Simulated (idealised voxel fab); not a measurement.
The following process module bears the name voxel air gaps.
Xsec cut, 165 nm wide, square cell size 5 nm.
Bands, listed from the top down, are how a cross-section gets written in this document; the cross-section itself is a grid of square cells, and a band is one or more rows of them. Per band: top height and bottom height in nm, followed by the left-to-right materials and their widths in nm; "all across" marks a single material spanning edge to edge, "empty" marks empty space. Heads up on the height convention: 0 is the point under which the incoming wafer is all one material, and the lowest band has no bottom, it just keeps going down, like "z 0 and below". Think of "30->40" as a width that walks from the first number to the second as you go down the band, top row to bottom row, taking equal-sized steps from row to row. Where a step carries "no modification", the cross-section came out of it unchanged, cell for cell. Any empty space of 8 cells or more lacking an open way to the top shows up in "Tabulated closed voids" as width x height at distance, distance from the left edge, in nm. Where a step's line continues beyond its settings, the continuation is a remark by the simulator itself on that step. overlay nm: for a step with a mask, the amount by which the mask lay right of where it was planned; a negative amount means left of it.

### Process steps - plan
1: RECEIVE: material Si
2: CONFORMAL_DEP: material SiO2, thk nm 15
3: CONFORMAL_DEP: material SiCN, thk nm 5
4: DIRECTIONAL_DEP: material SiO2, thk nm 35
5: MASKED_ETCH: tone open, mask id LINES, width nm 20, pitch nm 45, etch materials SiO2, depth nm 35, overlay nm 0
6: CONFORMAL_DEP: material TiN, thk nm 5
7: FILL_DEP: material Cu, thk nm 5
8: CMP: height nm 55
9: EPI: material Ru, thk nm 10
10: SELECTIVE_ETCH: etch materials SiO2, depth nm 45
11: CONFORMAL_DEP: material SiCN, thk nm 5

### Of two wafers, the first: run according to plan

### Received-state cross-section, reflecting completion of step 1
> z 0 and below: Si all across
> Tabulated closed voids: none

### You're looking at a cross-section of the wafer after step 2
> z 15 to 0: SiO2 all across
> below 0: unchanged

### You're looking at a cross-section of the wafer after step 3
> z 20 to 15: SiCN all across
> below 15: unchanged

### You're looking at a cross-section of the wafer after step 4
> z 55 to 20: SiO2 all across
> below 20: unchanged

### You're looking at a cross-section of the wafer after step 5
> z 55 to 20: SiO2=25  empty=20  SiO2=25  empty=20  SiO2=25  empty=20  SiO2=30
> below 20: unchanged

### You're looking at a cross-section of the wafer after step 6
> z 60 to 55: TiN=30  empty=10  TiN=35  empty=10  TiN=35  empty=10  TiN=35
> z 55 to 25: SiO2=25  TiN=5  empty=10  TiN=5  SiO2=25  TiN=5  empty=10  TiN=5  SiO2=25  TiN=5  empty=10  TiN=5  SiO2=30
> z 25 to 20: SiO2=25  TiN=20  SiO2=25  TiN=20  SiO2=25  TiN=20  SiO2=30
> below 20: unchanged

### You're looking at a cross-section of the wafer after step 7
> z 65 to 60: Cu all across
> z 60 to 55: TiN=30  Cu=10  TiN=35  Cu=10  TiN=35  Cu=10  TiN=35
> z 55 to 25: SiO2=25  TiN=5  Cu=10  TiN=5  SiO2=25  TiN=5  Cu=10  TiN=5  SiO2=25  TiN=5  Cu=10  TiN=5  SiO2=30
> below 25: unchanged

### You're looking at a cross-section of the wafer after step 8
> z 55 to 25: SiO2=25  TiN=5  Cu=10  TiN=5  SiO2=25  TiN=5  Cu=10  TiN=5  SiO2=25  TiN=5  Cu=10  TiN=5  SiO2=30
> below 25: unchanged

### You're looking at a cross-section of the wafer after step 9
> z 65 to 55: empty=15  Ru=40  empty=5  Ru=40  empty=5  Ru=40  empty=20
> below 55: unchanged

### You're looking at a cross-section of the wafer after step 10
> z 65 to 55: empty=15  Ru=40  empty=5  Ru=40  empty=5  Ru=40  empty=20
> z 55 to 25: empty=25  TiN=5  Cu=10  TiN=5  empty=25  TiN=5  Cu=10  TiN=5  empty=25  TiN=5  Cu=10  TiN=5  empty=30
> z 25 to 20: empty=25  TiN=20  empty=25  TiN=20  empty=25  TiN=20  empty=30
> below 20: unchanged

### You're looking at a cross-section of the wafer after step 11
> z 70 to 65: empty=10  SiCN=140  empty=15
> z 65 to 55: empty=10  SiCN=5  Ru=40  SiCN=5  Ru=40  SiCN=5  Ru=40  SiCN=5  empty=15
> z 55 to 50: empty=10  SiCN=15  TiN=5  Cu=10  TiN=5  SiCN=25  TiN=5  Cu=10  TiN=5  SiCN=25  TiN=5  Cu=10  TiN=5  SiCN=15  empty=15
> z 50 to 25: empty=20  SiCN=5  TiN=5  Cu=10  TiN=5  SiCN=5  empty=15  SiCN=5  TiN=5  Cu=10  TiN=5  SiCN=5  empty=15  SiCN=5  TiN=5  Cu=10  TiN=5  SiCN=5  empty=25
> z 25 to 20: SiCN=25  TiN=20  SiCN=25  TiN=20  SiCN=25  TiN=20  SiCN=30
> below 20: unchanged
> Tabulated closed voids: 15 x 25 at 50; 15 x 25 at 95

### For the second wafer, take the first wafer's start and plan, then add one mistake made in running it; everything through step 2, that step included, is shared with the first

Cross-section of the second wafer at the time by which step 3 should have been completed according to the plan: no modification

### Cross-section of the second wafer at the time by which step 4 should have been completed according to the plan
> z 50 to 0: SiO2 all across
> below 0: unchanged

### Cross-section of the second wafer at the time by which step 5 should have been completed according to the plan
> z 50 to 15: SiO2=25  empty=20  SiO2=25  empty=20  SiO2=25  empty=20  SiO2=30
> below 15: unchanged

### Cross-section of the second wafer at the time by which step 6 should have been completed according to the plan
> z 55 to 50: TiN=30  empty=10  TiN=35  empty=10  TiN=35  empty=10  TiN=35
> z 50 to 20: SiO2=25  TiN=5  empty=10  TiN=5  SiO2=25  TiN=5  empty=10  TiN=5  SiO2=25  TiN=5  empty=10  TiN=5  SiO2=30
> z 20 to 15: SiO2=25  TiN=20  SiO2=25  TiN=20  SiO2=25  TiN=20  SiO2=30
> below 15: unchanged

### Cross-section of the second wafer at the time by which step 7 should have been completed according to the plan
> z 60 to 55: Cu all across
> z 55 to 50: TiN=30  Cu=10  TiN=35  Cu=10  TiN=35  Cu=10  TiN=35
> z 50 to 20: SiO2=25  TiN=5  Cu=10  TiN=5  SiO2=25  TiN=5  Cu=10  TiN=5  SiO2=25  TiN=5  Cu=10  TiN=5  SiO2=30
> below 20: unchanged

### Cross-section of the second wafer at the time by which step 8 should have been completed according to the plan
> z 55 to 50: TiN=30  Cu=10  TiN=35  Cu=10  TiN=35  Cu=10  TiN=35
> below 50: unchanged

### Cross-section of the second wafer at the time by which step 9 should have been completed according to the plan
> z 65 to 55: Ru all across
> below 55: unchanged

Cross-section of the second wafer at the time by which step 10 should have been completed according to the plan: no modification

### Cross-section of the second wafer at the time by which step 11 should have been completed according to the plan
> z 70 to 65: SiCN all across
> below 65: unchanged
what went wrong: no execution of plan step 3; skipped
FYI, end of process, the second wafer has more or fewer cells of some materials than the first: +6 Cu; +18 Ru; -103 SiCN; +147 SiO2; +27 TiN
On completion, 0 closed voids are found in the second wafer, whereas the first wafer has 2.
